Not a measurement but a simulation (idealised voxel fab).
Process module heading - voxel ribs on slabs
Xsec cut, 190 nm wide, square cell size 5 nm.
A cross-section in this document is a grid of square cells, and it is written down as bands, the top band listed before the ones below it; a band is made up of one or more rows of cells.
Heights first: top, then bottom, in nm. Then materials, left to right, each with a width in nm. "all across" on a single material: fills the band edge to edge. "blank": empty space.
Heights are measured from 0, the level below which the as-received wafer is all one material; the lowest band has no bottom and continues downward, written as in "0 -> down".
A width given as "30..40" starts at the first number in the band's top row and ends at the second number in its bottom row, shifting by an equal amount at every step from row to row.
For the purposes of this document, the phrase "nothing changed" attached to a step denotes that no cell within the cross-section was modified by that step.
So "Entrapped voids" is basically the list of trapped voids: any empty space of 8 cells or more that can't reach the top through an opening. They're written width x height at distance, the distance being from the left edge, and it's all nm.
Whatever follows a step's settings on its line is a remark the simulator itself makes about that step.
overlay nm: how far to the right of its planned place the mask lay on this masked step (negative: to the left).

[The process steps that were planned are listed below]
1) RECEIVE, material Si
2) DIRECTIONAL_DEP, material SiO2, thk nm 25
3) DIRECTIONAL_DEP, material SiN, thk nm 15
4) PATTERN, tone cover, mask id RIB, material resist, width nm 30, thk nm 20, overlay nm 0
5) DIRECTIONAL_ETCH, etch materials SiN, depth nm 5
6) STRIP, etch materials resist
7) MASKED_ETCH, tone cover, mask id SLAB, width nm 80, etch materials SiN, depth nm 10, overlay nm 0
8) FILL_DEP, material SiO2, thk nm 20
9) CMP, height nm 50
10) DIRECTIONAL_DEP, material TiN, thk nm 10
11) PATTERN, tone cover, mask id HEATER, material resist, width nm 40, thk nm 20, overlay nm 0
12) DIRECTIONAL_ETCH, etch materials TiN, depth nm 10
13) STRIP, etch materials resist
14) CONFORMAL_DEP, material SiN, thk nm 5

[As-received state of the wafer in cross-section, equivalent to post-step 1]
	0 -> down: Si all across
	Entrapped voids: none

[Post-module cross-section: identical start and plan to those above, one misstep in execution]
	65 -> 60: 70 nm blank / 50 nm SiN / 70 nm blank
	60 -> 55: 70 nm blank / 5 nm SiN / 40 nm TiN / 5 nm SiN / 70 nm blank
	55 -> 50: 75 nm SiN / 40 nm TiN / 75 nm SiN
	50 -> 40: SiO2 all across
	40 -> 25: TiN all across
	25 -> 0: SiO2 all across
	0 -> down: Si all across
	Entrapped voids: none
What broke from the plan during processing? step 3 ran as: DIRECTIONAL_DEP, material TiN, thk nm 15
